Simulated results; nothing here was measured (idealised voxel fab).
Presented below is a process module, voxel double patterning.
Xsec cut, 150 nm wide, square cell size 5 nm.
Each cross-section below is a grid of square cells, stated as bands in top-down order, with one or more rows of cells making up each band.
Heights first: top, then bottom, in nm. Then materials, left to right, each with a width in nm. "everywhere" on a single material: fills the band edge to edge. "blank": empty space.
Heights are measured from 0, the level below which the as-received wafer is all one material; the lowest band has no bottom and continues downward, written as in "0 down".
A width such as "30..40" changes by the same amount from each row of cells to the next, from the band's top row to its bottom row.
Where the words "nothing different" appear for a step, the cross-section shows no cell changed by that step; every cell remained as before.
"Completely enclosed voids" means: voids of 8 cells or more that are shut off from the top with no open way through. Written width x height at distance, distance from the left edge, in nm.
Read whatever lies past the settings on a step's line as the simulator's own remark about the step.
"overlay nm" denotes, for a step that has a mask, the displacement of the mask to the right of its planned place, with negative values corresponding to the left.

## Intended process steps
- 1: RECEIVE,material Si
- 2: CONFORMAL_DEP,material SiN,thk nm 5
- 3: DIRECTIONAL_DEP,material SiO2,thk nm 15
- 4: DIRECTIONAL_DEP,material SiCN,thk nm 10
- 5: PATTERN,tone open,mask id FIRST,material resist,width nm 15,pitch nm 50,thk nm 20,overlay nm 0
- 6: DIRECTIONAL_ETCH,etch materials SiCN,depth nm 10
- 7: STRIP,etch materials resist
- 8: MASKED_ETCH,tone open,mask id SECOND,width nm 15,etch materials SiCN,depth nm 10,overlay nm 0
- 9: DIRECTIONAL_ETCH,etch materials SiO2,depth nm 15
- 10: STRIP,etch materials SiCN

## As received (post step 1): cross-section
0 down  Si everywhere
Completely enclosed voids: none

## End state of the module in cross-section, given the above starting point and plan and one mistake in execution
20 to 5  40 nm SiO2  15 nm blank  5 nm SiO2  25 nm blank  5 nm SiO2  15 nm blank  45 nm SiO2
5 to 0  SiN everywhere
0 down  Si everywhere
Completely enclosed voids: none
It is concluded that the wafer was processed incorrectly with respect to the plan, in that the process deviated at step 8: the operation and settings actually run there were MASKED_ETCH,tone open,mask id SECOND,width nm 25,etch materials SiCN,depth nm 10,overlay nm 0
